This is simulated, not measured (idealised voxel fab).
process module | voxel tone inversion
cross-section cut | 290 nm wide | cells 5 nm
A cross-section is a grid of square cells, given in bands from the top down. A band is one or more rows of cells.
Each band's line starts with the height of the band's top and of its bottom, in nm. Then come its materials from left to right, each with its width in nm. One material with "throughout" fills the band from edge to edge. "air" is empty space.
Height 0 is the level under which the wafer as received is all one material. The lowest band goes on downwards, as in "0 down".
A width such as "30 to 40" changes by the same amount from each row of cells to the next, from the band's top row to its bottom row.
"no change" after a step means that no cell of the cross-section changed.
closed voids: empty space of 8 cells or more with no open way to the top, each as width x height at its distance from the left edge, in nm
after a step's settings: what the simulator itself notes on the step
overlay nm, on a step with a mask: how far to the right of its planned place the mask lay; to the left if negative
plan
1 op RECEIVE | material Si
2 op CONFORMAL_DEP | material SiCN | thk nm 5
3 op DIRECTIONAL_DEP | material polySi | thk nm 15
4 op PATTERN | tone cover | mask id POSTS | material resist | width nm 20 | pitch nm 45 | thk nm 25 | overlay nm 0
5 op DIRECTIONAL_ETCH | etch materials polySi | depth nm 15
6 op STRIP | etch materials resist
7 op FILL_DEP | material SiO2 | thk nm 10
8 op CMP | height nm 20
9 op STRIP | etch materials polySi
as received, after step 1
  0 down: Si throughout
  closed voids: none
first wafer at the end, as planned
  20 to 5: SiO2 110 | air 20 | SiO2 25 | air 20 | SiO2 115
  5 to 0: SiCN throughout
  0 down: Si throughout
  closed voids: none
second wafer at the end: like start, like plan, one mistake
  20 to 15: SiO2 throughout
  15 to 0: SiO2 110 | polySi 20 | SiO2 25 | polySi 20 | SiO2 115
  0 down: Si throughout
  closed voids: none
what went wrong: step 2 was left out
at the end the second wafer has, in cells: 58 fewer of SiCN | 58 more of SiO2 | 24 more of polySi
